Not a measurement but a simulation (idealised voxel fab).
voxel tone inversion: a process module
Displayed cross-section: cut, width of 300 nm, square cells sized 5 nm.
If you're reading a cross-section in this doc, picture square cells in a grid; it comes to you as bands, top ones listed first down to the bottom, and a band can be one or more rows of cells.
In this notation a band is specified by the heights of its top and bottom, in that order and in nm, after which its materials appear from left to right, each paired with its width in nm. The word "everywhere" attached to a single material means that material fills the band from edge to edge; the word "empty" stands for empty space.
Where do heights start? At 0: under that level the wafer as delivered is made of one material only. And the lowest band has no floor; it just carries on downward, as in "0 nm and below".
When a width is written as two numbers, as in "30 to 40", the first number is the width in the top row of cells of the band and the second is the width in its bottom row, and the width changes by the same amount from each row to the next.
Given "same as before" for a step, no cell of the cross-section differs between before and after that step.
Look at "Closed void catalog" for the closed voids: empty spaces with no open path to the top, sized 8 cells or up. Each is width x height at distance, distance from the left edge, all nm.
Heads up: the bit after the settings on a step's line is the simulator's remark on that step.
When a step includes a mask, the "overlay nm" setting on its line states how far to the right of its planned place that mask lay, and negative values state how far to the left.
Here's what the planned process steps look like:
1,RECEIVE: material Si
2,CONFORMAL_DEP: material SiN, thk nm 10
3,DIRECTIONAL_DEP: material aC, thk nm 25
4,PATTERN: tone cover, mask id POSTS, material resist, width nm 20, pitch nm 35, thk nm 35, overlay nm 0
5,DIRECTIONAL_ETCH: etch materials aC, depth nm 25
6,STRIP: etch materials resist
7,FILL_DEP: material SiO2, thk nm 5
8,CMP: height nm 35
9,STRIP: etch materials aC
First wafer of two (run as planned):
Incoming wafer in cross-section (state: after step 1):
> 0 nm and below = Si everywhere
> Closed void catalog: none
Step 2 complete: cross-section through the wafer:
> 10 nm to 0 nm = SiN everywhere
> Under 0: no change, same as before.
Step 3 complete: cross-section through the wafer:
> 35 nm to 10 nm = aC everywhere
> Under 10: no change, same as before.
Step 4 complete: cross-section through the wafer:
> 70 nm to 35 nm = 120 nm empty / 20 nm resist / 15 nm empty / 20 nm resist / 125 nm empty
> Under 35: no change, same as before.
Step 5 complete: cross-section through the wafer:
> 45 nm to 35 nm = 120 nm empty / 20 nm resist / 15 nm empty / 20 nm resist / 125 nm empty
> 35 nm to 10 nm = 120 nm empty / 20 nm aC / 15 nm empty / 20 nm aC / 125 nm empty
> Under 10: no change, same as before.
Step 6 complete: cross-section through the wafer:
> 35 nm to 10 nm = 120 nm empty / 20 nm aC / 15 nm empty / 20 nm aC / 125 nm empty
> Under 10: no change, same as before.
Step 7 complete: cross-section through the wafer:
> 40 nm to 35 nm = SiO2 everywhere
> 35 nm to 10 nm = 120 nm SiO2 / 20 nm aC / 15 nm SiO2 / 20 nm aC / 125 nm SiO2
> Under 10: no change, same as before.
Step 8 complete: cross-section through the wafer:
> 35 nm to 10 nm = 120 nm SiO2 / 20 nm aC / 15 nm SiO2 / 20 nm aC / 125 nm SiO2
> Under 10: no change, same as before.
Step 9 complete: cross-section through the wafer:
> 35 nm to 10 nm = 120 nm SiO2 / 20 nm empty / 15 nm SiO2 / 20 nm empty / 125 nm SiO2
> Under 10: no change, same as before.
Second wafer - shared start and plan with the first - one error in running - same as the first up to step 3 inclusive:
Cross-section of the second wafer at the time by which step 4 should have been completed according to the plan:
> 70 nm to 35 nm = 120 nm resist / 20 nm empty / 15 nm resist / 20 nm empty / 125 nm resist
> Under 35: no change, same as before.
Cross-section of the second wafer at the time by which step 5 should have been completed according to the plan:
> 45 nm to 35 nm = 120 nm resist / 20 nm empty / 15 nm resist / 20 nm empty / 125 nm resist
> 35 nm to 10 nm = 120 nm aC / 20 nm empty / 15 nm aC / 20 nm empty / 125 nm aC
> Under 10: no change, same as before.
Cross-section of the second wafer at the time by which step 6 should have been completed according to the plan:
> 35 nm to 10 nm = 120 nm aC / 20 nm empty / 15 nm aC / 20 nm empty / 125 nm aC
> Under 10: no change, same as before.
Cross-section of the second wafer at the time by which step 7 should have been completed according to the plan:
> 40 nm to 35 nm = SiO2 everywhere
> 35 nm to 10 nm = 120 nm aC / 20 nm SiO2 / 15 nm aC / 20 nm SiO2 / 125 nm aC
> Under 10: no change, same as before.
Cross-section of the second wafer at the time by which step 8 should have been completed according to the plan:
> 35 nm to 10 nm = 120 nm aC / 20 nm SiO2 / 15 nm aC / 20 nm SiO2 / 125 nm aC
> Under 10: no change, same as before.
Cross-section of the second wafer at the time by which step 9 should have been completed according to the plan:
> 35 nm to 10 nm = 120 nm empty / 20 nm SiO2 / 15 nm empty / 20 nm SiO2 / 125 nm empty
> Under 10: no change, same as before.
The plan and the run diverged here: heads up, step 4 didn't go per plan, it actually ran as PATTERN: tone open, mask id POSTS, material resist, width nm 20, pitch nm 35, thk nm 35, overlay nm 0
Materials where the second wafer ends with more or fewer cells than the first: SiO2 -220
